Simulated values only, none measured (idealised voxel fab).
Proc. module: voxel transistor to metal
Square cell edge 5 nm, section width 250 nm, ID cut.
Heads up, the way a cross-section reads in here is a grid of square cells, handed over as bands from the top down, with every band being one or more rows of cells.
The band entry comprises the height of the band's top followed by the height of its bottom, expressed in nm, and subsequently the band's materials from left to right, each stated together with its width in nm. Where a single material is marked with the word "full width", that material fills the band from edge to edge. The word "empty" represents empty space.
Note: height 0 marks the level under which the wafer is uniformly one material as received. Lowest band unbounded below, written "0 -> down".
With a width like "30..40", each row of cells in the band differs from the next by the same amount, the top row carrying the first number and the bottom row the second.
Where a step carries "nothing altered", the cross-section came out of it unchanged, cell for cell.
In "Enclosed void inventory" the enclosed voids are listed, meaning empty spaces of 8 cells or larger without any opening to the top. The form is width x height at distance, distance from the left edge, units nm.
Post-settings text on a step line: simulator's own remark regarding the step.
On any step carrying a mask, the "overlay nm" setting, if present on the step's line, tells how far right of its planned place the mask lay; negative values point to the left.

This section lists the process steps that were planned
1,RECEIVE (material Si)
2,CONFORMAL_DEP (material SiO2; thk nm 5)
3,CONFORMAL_DEP (material SiN; thk nm 10)
4,PATTERN (tone cover; mask id ACTIVE; material resist; width nm 95; pitch nm 125; thk nm 15; overlay nm 0)
5,DIRECTIONAL_ETCH (etch materials SiN; depth nm 10)
6,DIRECTIONAL_ETCH (etch materials SiO2; depth nm 5)
7,DIRECTIONAL_ETCH (etch materials Si; depth nm 25)
8,STRIP (etch materials resist)
9,FILL_DEP (material SiO2; thk nm 5)
10,CMP (height nm 15)
11,SELECTIVE_ETCH (etch materials SiO2; depth nm 5)
12,STRIP (etch materials SiN)
13,SELECTIVE_ETCH (etch materials SiO2; depth nm 5)
14,OXIDIZE (depth nm 5)
15,DIRECTIONAL_DEP (material polySi; thk nm 25)
16,DIRECTIONAL_DEP (material SiCN; thk nm 15)
17,PATTERN (tone cover; mask id GATE; material resist; width nm 25; pitch nm 125; thk nm 20; overlay nm 0)
18,DIRECTIONAL_ETCH (etch materials SiCN; depth nm 25)
19,DIRECTIONAL_ETCH (etch materials polySi; depth nm 35)
20,STRIP (etch materials resist)
21,CONFORMAL_DEP (material SiO2; thk nm 5)
22,DIRECTIONAL_ETCH (etch materials SiO2; depth nm 5)
23,CONFORMAL_DEP (material SiN; thk nm 10)
24,DIRECTIONAL_ETCH (etch materials SiN; depth nm 10)
25,DIRECTIONAL_ETCH (etch materials SiO2; depth nm 5)
26,DIRECTIONAL_ETCH (etch materials Si; depth nm 5)
27,EPI (material pSi; thk nm 10)
28,FILL_DEP (material SiO2; thk nm 10)
29,CMP (height nm 40)
30,DIRECTIONAL_DEP (material SiO2; thk nm 15)
31,DIRECTIONAL_DEP (material aC; thk nm 10)
32,PATTERN (tone open; mask id CONTACT; material resist; width nm 25; thk nm 25; overlay nm -5)
33,DIRECTIONAL_ETCH (etch materials aC; depth nm 10)
34,STRIP (etch materials resist)
35,DIRECTIONAL_ETCH (etch materials SiO2; depth nm 50)
36,STRIP (etch materials aC)
37,CONFORMAL_DEP (material TiN; thk nm 5)
38,FILL_DEP (material Ru; thk nm 5)
39,CMP (height nm 55)
40,DIRECTIONAL_DEP (material TiN; thk nm 5)
41,DIRECTIONAL_DEP (material Ru; thk nm 25)
42,MASKED_ETCH (tone cover; mask id METAL_1; width nm 15; etch materials Ru; depth nm 25; overlay nm 0)
43,MASKED_ETCH (tone cover; mask id METAL_1; width nm 15; etch materials TiN; depth nm 5; overlay nm 0)
44,CONFORMAL_DEP (material SiN; thk nm 5)
45,FILL_DEP (material lowk; thk nm 10)
46,CMP (height nm 85)
47,CONFORMAL_DEP (material SiCN; thk nm 5)
48,DIRECTIONAL_DEP (material lowk; thk nm 30)
49,MASKED_ETCH (tone open; mask id METAL_2; width nm 15; pitch nm 125; etch materials lowk; depth nm 20; overlay nm 0)
50,DIRECTIONAL_DEP (material aC; thk nm 15)
51,PATTERN (tone open; mask id METAL_2_HOLES; material resist; width nm 15; pitch nm 125; thk nm 30; overlay nm 0)
52,DIRECTIONAL_ETCH (etch materials aC; depth nm 15)
53,STRIP (etch materials resist)
54,DIRECTIONAL_ETCH (etch materials lowk; depth nm 10)
55,DIRECTIONAL_ETCH (etch materials SiCN; depth nm 5)
56,STRIP (etch materials aC)
57,CONFORMAL_DEP (material TiN; thk nm 5)
58,FILL_DEP (material Ru; thk nm 5)
59,CMP (height nm 120)
60,CONFORMAL_DEP (material SiN; thk nm 5)
It is noted that the wafers described herein are identical at the outset and are distinguished by the overlay nm of step 32; the value stated in the plan corresponds to the first wafer.

First wafer of several, as received: cross-section after step 1
	0 -> down: Si full width
	Enclosed void inventory: none

Here's the first of several wafers in cross-section, end of the module, after the last step, step 60
	125 -> 120: SiN full width
	120 -> 90: 20 nm lowk  5 nm TiN  5 nm Ru  5 nm TiN  110 nm lowk  5 nm TiN  5 nm Ru  5 nm TiN  90 nm lowk
	90 -> 85: 20 nm SiCN  15 nm TiN  110 nm SiCN  15 nm TiN  90 nm SiCN
	85 -> 60: 15 nm lowk  5 nm SiN  15 nm Ru  5 nm SiN  45 nm lowk  5 nm SiN  15 nm Ru  5 nm SiN  30 nm lowk  5 nm SiN  15 nm Ru  5 nm SiN  45 nm lowk  5 nm SiN  15 nm Ru  5 nm SiN  15 nm lowk
	60 -> 55: 20 nm SiN  15 nm TiN  55 nm SiN  15 nm TiN  40 nm SiN  15 nm TiN  55 nm SiN  15 nm TiN  20 nm SiN
	55 -> 45: 15 nm SiO2  5 nm TiN  15 nm Ru  5 nm TiN  35 nm SiO2  5 nm TiN  15 nm Ru  5 nm TiN  40 nm SiO2  5 nm TiN  15 nm Ru  5 nm TiN  35 nm SiO2  5 nm TiN  15 nm Ru  5 nm TiN  25 nm SiO2
	45 -> 40: 15 nm SiO2  5 nm TiN  10 nm Ru  10 nm TiN  35 nm SiO2  25 nm TiN  40 nm SiO2  5 nm TiN  10 nm Ru  10 nm TiN  35 nm SiO2  25 nm TiN  25 nm SiO2
	40 -> 25: 15 nm SiO2  5 nm TiN  10 nm Ru  5 nm TiN  10 nm SiN  5 nm SiO2  25 nm SiCN  5 nm TiN  10 nm SiN  10 nm TiN  40 nm SiO2  5 nm TiN  10 nm Ru  5 nm TiN  10 nm SiN  5 nm SiO2  25 nm SiCN  5 nm TiN  10 nm SiN  10 nm TiN  25 nm SiO2
	25 -> 10: 15 nm SiO2  5 nm TiN  10 nm Ru  5 nm TiN  10 nm SiN  5 nm SiO2  25 nm polySi  5 nm TiN  10 nm SiN  10 nm TiN  40 nm SiO2  5 nm TiN  10 nm Ru  5 nm TiN  10 nm SiN  5 nm SiO2  25 nm polySi  5 nm TiN  10 nm SiN  10 nm TiN  25 nm SiO2
	10 -> 5: 15 nm SiO2  20 nm TiN  10 nm SiN  5 nm SiO2  25 nm polySi  5 nm TiN  10 nm SiN  10 nm TiN  40 nm SiO2  20 nm TiN  10 nm SiN  5 nm SiO2  25 nm polySi  5 nm TiN  10 nm SiN  10 nm TiN  25 nm SiO2
	5 -> 0: 15 nm SiO2  10 nm SiN  10 nm pSi  10 nm SiN  5 nm SiO2  25 nm polySi  5 nm SiO2  10 nm SiN  10 nm pSi  10 nm SiN  30 nm SiO2  10 nm SiN  10 nm pSi  10 nm SiN  5 nm SiO2  25 nm polySi  5 nm SiO2  10 nm SiN  10 nm pSi  10 nm SiN  15 nm SiO2
	0 -> -5: 25 nm SiO2  10 nm pSi  55 nm SiO2  10 nm pSi  50 nm SiO2  10 nm pSi  55 nm SiO2  10 nm pSi  25 nm SiO2
	-5 -> -10: 15 nm SiO2  10 nm Si  10 nm pSi  55 nm Si  10 nm pSi  10 nm Si  30 nm SiO2  10 nm Si  10 nm pSi  55 nm Si  10 nm pSi  10 nm Si  15 nm SiO2
	-10 -> -25: 15 nm SiO2  95 nm Si  30 nm SiO2  95 nm Si  15 nm SiO2
	-25 -> down: Si full width
	Enclosed void inventory: none

End of module: cross-section, last of several wafers
	125 -> 120: SiN full width
	120 -> 90: 20 nm lowk  5 nm TiN  5 nm Ru  5 nm TiN  110 nm lowk  5 nm TiN  5 nm Ru  5 nm TiN  90 nm lowk
	90 -> 85: 20 nm SiCN  15 nm TiN  110 nm SiCN  15 nm TiN  90 nm SiCN
	85 -> 60: 15 nm lowk  5 nm SiN  15 nm Ru  5 nm SiN  45 nm lowk  5 nm SiN  15 nm Ru  5 nm SiN  30 nm lowk  5 nm SiN  15 nm Ru  5 nm SiN  45 nm lowk  5 nm SiN  15 nm Ru  5 nm SiN  15 nm lowk
	60 -> 55: 20 nm SiN  15 nm TiN  55 nm SiN  15 nm TiN  40 nm SiN  15 nm TiN  55 nm SiN  15 nm TiN  20 nm SiN
	55 -> 45: 25 nm SiO2  5 nm TiN  15 nm Ru  5 nm TiN  35 nm SiO2  5 nm TiN  15 nm Ru  5 nm TiN  40 nm SiO2  5 nm TiN  15 nm Ru  5 nm TiN  35 nm SiO2  5 nm TiN  15 nm Ru  5 nm TiN  15 nm SiO2
	45 -> 40: 25 nm SiO2  25 nm TiN  35 nm SiO2  10 nm TiN  10 nm Ru  5 nm TiN  40 nm SiO2  25 nm TiN  35 nm SiO2  10 nm TiN  10 nm Ru  5 nm TiN  15 nm SiO2
	40 -> 25: 25 nm SiO2  10 nm TiN  10 nm SiN  5 nm TiN  25 nm SiCN  5 nm SiO2  10 nm SiN  5 nm TiN  10 nm Ru  5 nm TiN  40 nm SiO2  10 nm TiN  10 nm SiN  5 nm TiN  25 nm SiCN  5 nm SiO2  10 nm SiN  5 nm TiN  10 nm Ru  5 nm TiN  15 nm SiO2
	25 -> 10: 25 nm SiO2  10 nm TiN  10 nm SiN  5 nm TiN  25 nm polySi  5 nm SiO2  10 nm SiN  5 nm TiN  10 nm Ru  5 nm TiN  40 nm SiO2  10 nm TiN  10 nm SiN  5 nm TiN  25 nm polySi  5 nm SiO2  10 nm SiN  5 nm TiN  10 nm Ru  5 nm TiN  15 nm SiO2
	10 -> 5: 25 nm SiO2  10 nm TiN  10 nm SiN  5 nm TiN  25 nm polySi  5 nm SiO2  10 nm SiN  20 nm TiN  40 nm SiO2  10 nm TiN  10 nm SiN  5 nm TiN  25 nm polySi  5 nm SiO2  10 nm SiN  20 nm TiN  15 nm SiO2
	5 -> 0: 15 nm SiO2  10 nm SiN  10 nm pSi  10 nm SiN  5 nm SiO2  25 nm polySi  5 nm SiO2  10 nm SiN  10 nm pSi  10 nm SiN  30 nm SiO2  10 nm SiN  10 nm pSi  10 nm SiN  5 nm SiO2  25 nm polySi  5 nm SiO2  10 nm SiN  10 nm pSi  10 nm SiN  15 nm SiO2
	0 -> -5: 25 nm SiO2  10 nm pSi  55 nm SiO2  10 nm pSi  50 nm SiO2  10 nm pSi  55 nm SiO2  10 nm pSi  25 nm SiO2
	-5 -> -10: 15 nm SiO2  10 nm Si  10 nm pSi  55 nm Si  10 nm pSi  10 nm Si  30 nm SiO2  10 nm Si  10 nm pSi  55 nm Si  10 nm pSi  10 nm Si  15 nm SiO2
	-10 -> -25: 15 nm SiO2  95 nm Si  30 nm SiO2  95 nm Si  15 nm SiO2
	-25 -> down: Si full width
	Enclosed void inventory: none

Per wafer, end of module: cells gained (+) or lost (-) per material since receipt, then closed voids
overlay nm -5, +124 Ru, -106 Si, +74 SiCN, +200 SiN, +322 SiO2, +148 TiN, +414 lowk, +24 pSi, +50 polySi, Enclosed void inventory: none
overlay nm 0, +124 Ru, -106 Si, +74 SiCN, +200 SiN, +336 SiO2, +134 TiN, +414 lowk, +24 pSi, +50 polySi, Enclosed void inventory: none
overlay nm 5, +124 Ru, -106 Si, +74 SiCN, +200 SiN, +322 SiO2, +148 TiN, +414 lowk, +24 pSi, +50 polySi, Enclosed void inventory: none
